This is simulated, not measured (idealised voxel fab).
Process module, titled voxel self aligned vias
The width of the displayed cross-section, cut, is 270 nm; its cells are square, with a size of 5 nm.
Heads up, the way a cross-section reads in here is a grid of square cells, handed over as bands from the top down, with every band being one or more rows of cells. What a band's entry tells you: where the top is and where the bottom is, as heights in nm, and after that what lies inside, material by material from left to right, each with its width in nm. Empty space is written as the word "air", and a single material marked with the word "full width" occupies the band from edge to edge. Heights are expressed relative to 0, this being the level below which the as-received wafer comprises one material exclusively. The lowest band is unbounded in the downward direction and is denoted as in "0..down". Quick explanation for "30 to 40": the width changes in equal steps down the rows of cells, from the first number in the band's top row to the second number in its bottom row. You'll sometimes find "same as before" written for a step, and that's the way of saying that nowhere in the cross-section did a cell change during that step. Entry "Enclosed void inventory" = empty spaces >= 8 cells with no open way to the top; each as width x height at distance, distance from left edge, all nm. Where a step's line continues beyond its settings, the continuation is a remark by the simulator itself on that step. overlay nm: where the mask lay relative to plan, measured to the right, on steps with a mask; negatives go left.
LISTED BELOW ARE THE PROCESS STEPS AS PLANNED
| 1 | RECEIVE | material Si |
| 2 | CONFORMAL_DEP | material SiO2 | thk nm 15 |
| 3 | CONFORMAL_DEP | material SiCN | thk nm 5 |
| 4 | DIRECTIONAL_DEP | material SiO2 | thk nm 25 |
| 5 | MASKED_ETCH | tone open | mask id LINES | width nm 30 | pitch nm 80 | etch materials SiO2 | depth nm 25 | overlay nm 0 |
| 6 | CONFORMAL_DEP | material TiN | thk nm 5 |
| 7 | FILL_DEP | material W | thk nm 10 |
| 8 | CMP | height nm 45 |
| 9 | SELECTIVE_ETCH | etch materials W Ru TiN | depth nm 10 |
| 10 | FILL_DEP | material SiN | thk nm 10 |
| 11 | CMP | height nm 45 |
| 12 | DIRECTIONAL_DEP | material SiO2 | thk nm 15 |
| 13 | PATTERN | tone open | mask id VIAS | material resist | width nm 50 | pitch nm 80 | thk nm 20 | overlay nm 0 |
| 14 | DIRECTIONAL_ETCH | etch materials SiO2 | depth nm 15 |
| 15 | DIRECTIONAL_ETCH | etch materials SiN | depth nm 10 |
| 16 | STRIP | etch materials resist |
| 17 | CONFORMAL_DEP | material TiN | thk nm 5 |
| 18 | FILL_DEP | material W | thk nm 10 |
| 19 | CMP | height nm 60 |
| 20 | CONFORMAL_DEP | material SiCN | thk nm 5 |
SO, THE FIRST OF OUR TWO WAFERS, RUN JUST AS WE PLANNED IT
HERE'S WHAT THE WAFER LOOKED LIKE IN CROSS-SECTION WHEN IT ARRIVED - THAT'S AFTER STEP 1
    0..down | Si full width
    Enclosed void inventory: none
PRESENTED HERE IS A CROSS-SECTION OF THE WAFER AFTER STEP 2 HAS BEEN PERFORMED
    15..0 | SiO2 full width
    Nothing below the height 0 has changed.
PRESENTED HERE IS A CROSS-SECTION OF THE WAFER AFTER STEP 3 HAS BEEN PERFORMED
    20..15 | SiCN full width
    Nothing below the height 15 has changed.
PRESENTED HERE IS A CROSS-SECTION OF THE WAFER AFTER STEP 4 HAS BEEN PERFORMED
    45..20 | SiO2 full width
    Nothing below the height 20 has changed.
PRESENTED HERE IS A CROSS-SECTION OF THE WAFER AFTER STEP 5 HAS BEEN PERFORMED
    45..20 | 80 nm SiO2, 30 nm air, 50 nm SiO2, 30 nm air, 80 nm SiO2
    Nothing below the height 20 has changed.
PRESENTED HERE IS A CROSS-SECTION OF THE WAFER AFTER STEP 6 HAS BEEN PERFORMED
    50..45 | 85 nm TiN, 20 nm air, 60 nm TiN, 20 nm air, 85 nm TiN
    45..25 | 80 nm SiO2, 5 nm TiN, 20 nm air, 5 nm TiN, 50 nm SiO2, 5 nm TiN, 20 nm air, 5 nm TiN, 80 nm SiO2
    25..20 | 80 nm SiO2, 30 nm TiN, 50 nm SiO2, 30 nm TiN, 80 nm SiO2
    Nothing below the height 20 has changed.
PRESENTED HERE IS A CROSS-SECTION OF THE WAFER AFTER STEP 7 HAS BEEN PERFORMED
    60..50 | W full width
    50..45 | 85 nm TiN, 20 nm W, 60 nm TiN, 20 nm W, 85 nm TiN
    45..25 | 80 nm SiO2, 5 nm TiN, 20 nm W, 5 nm TiN, 50 nm SiO2, 5 nm TiN, 20 nm W, 5 nm TiN, 80 nm SiO2
    Nothing below the height 25 has changed.
PRESENTED HERE IS A CROSS-SECTION OF THE WAFER AFTER STEP 8 HAS BEEN PERFORMED
    45..25 | 80 nm SiO2, 5 nm TiN, 20 nm W, 5 nm TiN, 50 nm SiO2, 5 nm TiN, 20 nm W, 5 nm TiN, 80 nm SiO2
    Nothing below the height 25 has changed.
PRESENTED HERE IS A CROSS-SECTION OF THE WAFER AFTER STEP 9 HAS BEEN PERFORMED
    45..35 | 80 nm SiO2, 30 nm air, 50 nm SiO2, 30 nm air, 80 nm SiO2
    Nothing below the height 35 has changed.
PRESENTED HERE IS A CROSS-SECTION OF THE WAFER AFTER STEP 10 HAS BEEN PERFORMED
    55..45 | SiN full width
    45..35 | 80 nm SiO2, 30 nm SiN, 50 nm SiO2, 30 nm SiN, 80 nm SiO2
    Nothing below the height 35 has changed.
PRESENTED HERE IS A CROSS-SECTION OF THE WAFER AFTER STEP 11 HAS BEEN PERFORMED
    45..35 | 80 nm SiO2, 30 nm SiN, 50 nm SiO2, 30 nm SiN, 80 nm SiO2
    Nothing below the height 35 has changed.
PRESENTED HERE IS A CROSS-SECTION OF THE WAFER AFTER STEP 12 HAS BEEN PERFORMED
    60..45 | SiO2 full width
    Nothing below the height 45 has changed.
PRESENTED HERE IS A CROSS-SECTION OF THE WAFER AFTER STEP 13 HAS BEEN PERFORMED
    80..60 | 70 nm resist, 50 nm air, 30 nm resist, 50 nm air, 70 nm resist
    Nothing below the height 60 has changed.
PRESENTED HERE IS A CROSS-SECTION OF THE WAFER AFTER STEP 14 HAS BEEN PERFORMED
    80..60 | 70 nm resist, 50 nm air, 30 nm resist, 50 nm air, 70 nm resist
    60..45 | 70 nm SiO2, 50 nm air, 30 nm SiO2, 50 nm air, 70 nm SiO2
    Nothing below the height 45 has changed.
PRESENTED HERE IS A CROSS-SECTION OF THE WAFER AFTER STEP 15 HAS BEEN PERFORMED
    80..60 | 70 nm resist, 50 nm air, 30 nm resist, 50 nm air, 70 nm resist
    60..45 | 70 nm SiO2, 50 nm air, 30 nm SiO2, 50 nm air, 70 nm SiO2
    45..35 | 80 nm SiO2, 30 nm air, 50 nm SiO2, 30 nm air, 80 nm SiO2
    Nothing below the height 35 has changed.
PRESENTED HERE IS A CROSS-SECTION OF THE WAFER AFTER STEP 16 HAS BEEN PERFORMED
    60..45 | 70 nm SiO2, 50 nm air, 30 nm SiO2, 50 nm air, 70 nm SiO2
    Nothing below the height 45 has changed.
PRESENTED HERE IS A CROSS-SECTION OF THE WAFER AFTER STEP 17 HAS BEEN PERFORMED
    65..60 | 75 nm TiN, 40 nm air, 40 nm TiN, 40 nm air, 75 nm TiN
    60..50 | 70 nm SiO2, 5 nm TiN, 40 nm air, 5 nm TiN, 30 nm SiO2, 5 nm TiN, 40 nm air, 5 nm TiN, 70 nm SiO2
    50..40 | 70 to 80 nm SiO2, 15 to 5 nm TiN, 20 nm air, 15 to 5 nm TiN, 30 to 50 nm SiO2, 15 to 5 nm TiN, 20 nm air, 15 to 5 nm TiN, 70 to 80 nm SiO2
    40..35 | 80 nm SiO2, 30 nm TiN, 50 nm SiO2, 30 nm TiN, 80 nm SiO2
    Nothing below the height 35 has changed.
PRESENTED HERE IS A CROSS-SECTION OF THE WAFER AFTER STEP 18 HAS BEEN PERFORMED
    75..65 | W full width
    65..60 | 75 nm TiN, 40 nm W, 40 nm TiN, 40 nm W, 75 nm TiN
    60..50 | 70 nm SiO2, 5 nm TiN, 40 nm W, 5 nm TiN, 30 nm SiO2, 5 nm TiN, 40 nm W, 5 nm TiN, 70 nm SiO2
    50..40 | 70 to 80 nm SiO2, 15 to 5 nm TiN, 20 nm W, 15 to 5 nm TiN, 30 to 50 nm SiO2, 15 to 5 nm TiN, 20 nm W, 15 to 5 nm TiN, 70 to 80 nm SiO2
    Nothing below the height 40 has changed.
PRESENTED HERE IS A CROSS-SECTION OF THE WAFER AFTER STEP 19 HAS BEEN PERFORMED
    60..50 | 70 nm SiO2, 5 nm TiN, 40 nm W, 5 nm TiN, 30 nm SiO2, 5 nm TiN, 40 nm W, 5 nm TiN, 70 nm SiO2
    Nothing below the height 50 has changed.
PRESENTED HERE IS A CROSS-SECTION OF THE WAFER AFTER STEP 20 HAS BEEN PERFORMED
    65..60 | SiCN full width
    Nothing below the height 60 has changed.
REGARDING THE SECOND OF THE TWO WAFERS: IT SHARED THE FIRST WAFER'S STARTING CONDITION AND PROCESS PLAN, YET ONE ERROR OCCURRED DURING ITS EXECUTION. ITS HISTORY COINCIDES WITH THAT OF THE FIRST WAFER UP TO AND INCLUDING STEP 12
X-SECTION, SECOND WAFER, WHEN STEP 13 WAS DUE TO FINISH
    80..60 | 70 nm resist, 55 nm air, 25 nm resist, 55 nm air, 65 nm resist
    Nothing below the height 60 has changed.
X-SECTION, SECOND WAFER, WHEN STEP 14 WAS DUE TO FINISH
    80..60 | 70 nm resist, 55 nm air, 25 nm resist, 55 nm air, 65 nm resist
    60..45 | 70 nm SiO2, 55 nm air, 25 nm SiO2, 55 nm air, 65 nm SiO2
    Nothing below the height 45 has changed.
X-SECTION, SECOND WAFER, WHEN STEP 15 WAS DUE TO FINISH
    80..60 | 70 nm resist, 55 nm air, 25 nm resist, 55 nm air, 65 nm resist
    60..45 | 70 nm SiO2, 55 nm air, 25 nm SiO2, 55 nm air, 65 nm SiO2
    45..35 | 80 nm SiO2, 30 nm air, 50 nm SiO2, 30 nm air, 80 nm SiO2
    Nothing below the height 35 has changed.
X-SECTION, SECOND WAFER, WHEN STEP 16 WAS DUE TO FINISH
    60..45 | 70 nm SiO2, 55 nm air, 25 nm SiO2, 55 nm air, 65 nm SiO2
    Nothing below the height 45 has changed.
X-SECTION, SECOND WAFER, WHEN STEP 17 WAS DUE TO FINISH
    65..60 | 75 nm TiN, 45 nm air, 35 nm TiN, 45 nm air, 70 nm TiN
    60..50 | 70 nm SiO2, 5 nm TiN, 45 nm air, 5 nm TiN, 25 nm SiO2, 5 nm TiN, 45 nm air, 5 nm TiN, 65 nm SiO2
    50..40 | 70 to 80 nm SiO2, 15 to 5 nm TiN, 20 nm air, 20 to 5 nm TiN, 25 to 50 nm SiO2, 15 to 5 nm TiN, 20 nm air, 20 to 5 nm TiN, 65 to 80 nm SiO2
    40..35 | 80 nm SiO2, 30 nm TiN, 50 nm SiO2, 30 nm TiN, 80 nm SiO2
    Nothing below the height 35 has changed.
X-SECTION, SECOND WAFER, WHEN STEP 18 WAS DUE TO FINISH
    75..65 | W full width
    65..60 | 75 nm TiN, 45 nm W, 35 nm TiN, 45 nm W, 70 nm TiN
    60..50 | 70 nm SiO2, 5 nm TiN, 45 nm W, 5 nm TiN, 25 nm SiO2, 5 nm TiN, 45 nm W, 5 nm TiN, 65 nm SiO2
    50..40 | 70 to 80 nm SiO2, 15 to 5 nm TiN, 20 nm W, 20 to 5 nm TiN, 25 to 50 nm SiO2, 15 to 5 nm TiN, 20 nm W, 20 to 5 nm TiN, 65 to 80 nm SiO2
    Nothing below the height 40 has changed.
X-SECTION, SECOND WAFER, WHEN STEP 19 WAS DUE TO FINISH
    60..50 | 70 nm SiO2, 5 nm TiN, 45 nm W, 5 nm TiN, 25 nm SiO2, 5 nm TiN, 45 nm W, 5 nm TiN, 65 nm SiO2
    Nothing below the height 50 has changed.
X-SECTION, SECOND WAFER, WHEN STEP 20 WAS DUE TO FINISH
    65..60 | SiCN full width
    Nothing below the height 60 has changed.
Run error: step 13 was processed under conditions differing from the plan, specifically as PATTERN | tone open | mask id VIAS | material resist | width nm 55 | pitch nm 80 | thk nm 20 | overlay nm 0
Looking at both finished wafers in cells, the second ends up ahead of or behind the first on some materials: 6 fewer of SiO2 | 2 more of TiN | 4 more of W
